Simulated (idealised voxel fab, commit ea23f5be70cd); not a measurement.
process module | voxel transistor to metal
cross-section cut | 205 nm wide | cells 5 nm
A cross-section is a grid of square cells, given in bands from the top down. A band is one or more rows of cells.
Each band's line starts with the height of the band's top and of its bottom, in nm. Then come its materials from left to right, each with its width in nm. One material with "throughout" fills the band from edge to edge. "air" is empty space.
Height 0 is the level under which the wafer as received is all one material. The lowest band goes on downwards, as in "0 down".
A width such as "30 to 40" changes by the same amount from each row of cells to the next, from the band's top row to its bottom row.
"no change" after a step means that no cell of the cross-section changed.
closed voids: empty space of 8 cells or more with no open way to the top, each as width x height at its distance from the left edge, in nm
after a step's settings: what the simulator itself notes on the step
overlay nm, on a step with a mask: how far to the right of its planned place the mask lay; to the left if negative
plan
1 op RECEIVE | material Si
2 op OXIDIZE | depth nm 5
3 op CONFORMAL_DEP | material SiN | thk nm 10
4 op DIRECTIONAL_DEP | material aC | thk nm 10
5 op PATTERN | tone cover | mask id ACTIVE | material resist | width nm 100 | thk nm 25 | overlay nm 0
6 op DIRECTIONAL_ETCH | etch materials aC | depth nm 10
7 op STRIP | etch materials resist
8 op DIRECTIONAL_ETCH | etch materials SiN | depth nm 10
9 op DIRECTIONAL_ETCH | etch materials SiO2 | depth nm 5
10 op DIRECTIONAL_ETCH | etch materials Si | depth nm 35
11 op STRIP | etch materials aC
12 op OXIDIZE | depth nm 5
13 op FILL_DEP | material SiO2 | thk nm 5
14 op CMP | height nm 10
15 op SELECTIVE_ETCH | etch materials SiO2 | depth nm 10
16 op STRIP | etch materials SiN
17 op SELECTIVE_ETCH | etch materials SiO2 | depth nm 5
18 op OXIDIZE | depth nm 5
19 op DIRECTIONAL_DEP | material polySi | thk nm 20
20 op DIRECTIONAL_DEP | material SiCN | thk nm 15
21 op PATTERN | tone cover | mask id GATE | material resist | width nm 30 | thk nm 15 | overlay nm 0
22 op DIRECTIONAL_ETCH | etch materials SiCN | depth nm 25
23 op DIRECTIONAL_ETCH | etch materials polySi | depth nm 30
24 op STRIP | etch materials resist
25 op CONFORMAL_DEP | material SiN | thk nm 10
26 op DIRECTIONAL_ETCH | etch materials SiN | depth nm 10
27 op DIRECTIONAL_ETCH | etch materials SiO2 | depth nm 5
28 op DIRECTIONAL_ETCH | etch materials Si | depth nm 10
29 op EPI | material nSi | thk nm 15
30 op FILL_DEP | material SiO2 | thk nm 5
31 op CMP | height nm 15
32 op STRIP | etch materials polySi
33 op SELECTIVE_ETCH | etch materials SiO2 | depth nm 5
34 op CONFORMAL_DEP | material HfO2 | thk nm 5
35 op CONFORMAL_DEP | material TiN | thk nm 5
36 op FILL_DEP | material W | thk nm 5
37 op CMP | height nm 10
38 op DIRECTIONAL_DEP | material SiO2 | thk nm 10
39 op PATTERN | tone open | mask id CONTACT | material resist | width nm 15 | pitch nm 75 | thk nm 20 | overlay nm 0
40 op DIRECTIONAL_ETCH | etch materials SiO2 | depth nm 25
41 op STRIP | etch materials resist
42 op CONFORMAL_DEP | material TiN | thk nm 5
43 op FILL_DEP | material Ru | thk nm 10
44 op CMP | height nm 20
45 op DIRECTIONAL_DEP | material TiN | thk nm 5
46 op DIRECTIONAL_DEP | material Ru | thk nm 20
47 op DIRECTIONAL_DEP | material aC | thk nm 10
48 op PATTERN | tone cover | mask id METAL_1 | material resist | width nm 15 | pitch nm 75 | thk nm 25 | overlay nm 0
49 op DIRECTIONAL_ETCH | etch materials aC | depth nm 10
50 op STRIP | etch materials resist
51 op DIRECTIONAL_ETCH | etch materials Ru | depth nm 20
52 op DIRECTIONAL_ETCH | etch materials TiN | depth nm 5
53 op STRIP | etch materials aC
54 op CONFORMAL_DEP | material SiN | thk nm 5
55 op FILL_DEP | material lowk | thk nm 10
56 op CMP | height nm 45
57 op CONFORMAL_DEP | material SiCN | thk nm 5
58 op DIRECTIONAL_DEP | material lowk | thk nm 30
59 op PATTERN | tone open | mask id METAL_2 | material resist | width nm 15 | pitch nm 75 | thk nm 20 | overlay nm 0
60 op DIRECTIONAL_ETCH | etch materials lowk | depth nm 15
61 op STRIP | etch materials resist
62 op PATTERN | tone open | mask id METAL_2_HOLES | material resist | width nm 15 | pitch nm 75 | thk nm 20 | overlay nm 0
63 op DIRECTIONAL_ETCH | etch materials lowk | depth nm 15
64 op DIRECTIONAL_ETCH | etch materials SiCN | depth nm 5
65 op STRIP | etch materials resist
66 op CONFORMAL_DEP | material TiN | thk nm 5
67 op FILL_DEP | material Ru | thk nm 5
68 op CMP | height nm 80
69 op CONFORMAL_DEP | material SiN | thk nm 5
varied across the wafers: width nm of step 48. The plan shows the first wafer's value. All wafers start alike
first wafer as received, after step 1
  0 down: Si throughout
  closed voids: none
each wafer at the end: cells of each material gained (+) or lost (-) since it was received, then its closed voids
width nm 15 | +14 HfO2 | +40 Ru | -259 Si | +35 SiCN | +104 SiN | +325 SiO2 | +62 TiN | +4 W | +334 lowk | +38 nSi | closed voids: none
width nm 20 | +14 HfO2 | +48 Ru | -259 Si | +35 SiCN | +102 SiN | +325 SiO2 | +64 TiN | +4 W | +326 lowk | +38 nSi | closed voids: none
width nm 25 | +14 HfO2 | +56 Ru | -259 Si | +35 SiCN | +100 SiN | +325 SiO2 | +66 TiN | +4 W | +318 lowk | +38 nSi | closed voids: none
width nm 30 | +14 HfO2 | +64 Ru | -259 Si | +35 SiCN | +98 SiN | +325 SiO2 | +68 TiN | +4 W | +310 lowk | +38 nSi | closed voids: none
